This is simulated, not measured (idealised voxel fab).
Process module name: voxel spacer lines
The width of the displayed cross-section, cut, is 220 nm; its cells are square, with a size of 5 nm.
Cross-section layout: square cells on a grid; listed as bands, top to bottom; a band spans one or more cell rows. This entry defines a band. It first specifies the height of the band's top and the height of its bottom in nm, and then specifies the band's materials from left to right, stating each material with its width in nm. The word "throughout" identifies a single material that fills the band from edge to edge, while the word "air" identifies empty space. Below 0: as-received wafer, all one material; heights counted from there. Lowest band: no bottom, goes on down, written "0 down". The two numbers in a width such as "30->40" mark its ends across the band: the first belongs to the top row of cells, the second to the bottom row, and from each row to the next the width moves by the same amount. Any step labelled "no change occurred" changed none of the cells in the cross-section. If an empty space has no open way to the top and is at least 8 cells in size, "Enclosed void listing" lists it, written width x height at distance, where distance is measured from the left edge and every value is in nm. Anything after a step's settings on that line? It's the simulator's own note about the step. Among the settings permitted on a step's line is "overlay nm"; applied to a step with a mask, it specifies the extent to which the mask lay to the right of its planned position, whereas a negative figure signifies a position to the left.
Plan:
- 1: op RECEIVE | material Si
- 2: op CONFORMAL_DEP | material Al2O3 | thk nm 5
- 3: op DIRECTIONAL_DEP | material polySi | thk nm 15
- 4: op DIRECTIONAL_DEP | material aC | thk nm 30
- 5: op PATTERN | tone cover | mask id MANDREL | material resist | width nm 15 | pitch nm 80 | thk nm 40 | overlay nm 0
- 6: op DIRECTIONAL_ETCH | etch materials aC | depth nm 30
- 7: op STRIP | etch materials resist
- 8: op CONFORMAL_DEP | material SiN | thk nm 15
- 9: op DIRECTIONAL_ETCH | etch materials SiN | depth nm 15
- 10: op STRIP | etch materials aC
- 11: op DIRECTIONAL_ETCH | etch materials polySi | depth nm 15
- 12: op STRIP | etch materials SiN
Wafer-to-wafer difference: width nm, step 5. Common start. Plan = first wafer's value.
Cross-section of the first of several received wafers, showing its state after step 1:
* 0 down  Si throughout
* Enclosed void listing: none
Quick key for the table: a row per wafer, taken at the end of the module. For each material it tells you how many cells the wafer gained (+) or lost (-) since it came in, and the closed voids come after:
width nm 15 | +44 Al2O3 | +54 polySi | Enclosed void listing: none
width nm 20 | +44 Al2O3 | +54 polySi | Enclosed void listing: none
width nm 25 | +44 Al2O3 | +54 polySi | Enclosed void listing: none
width nm 30 | +44 Al2O3 | +54 polySi | Enclosed void listing: none
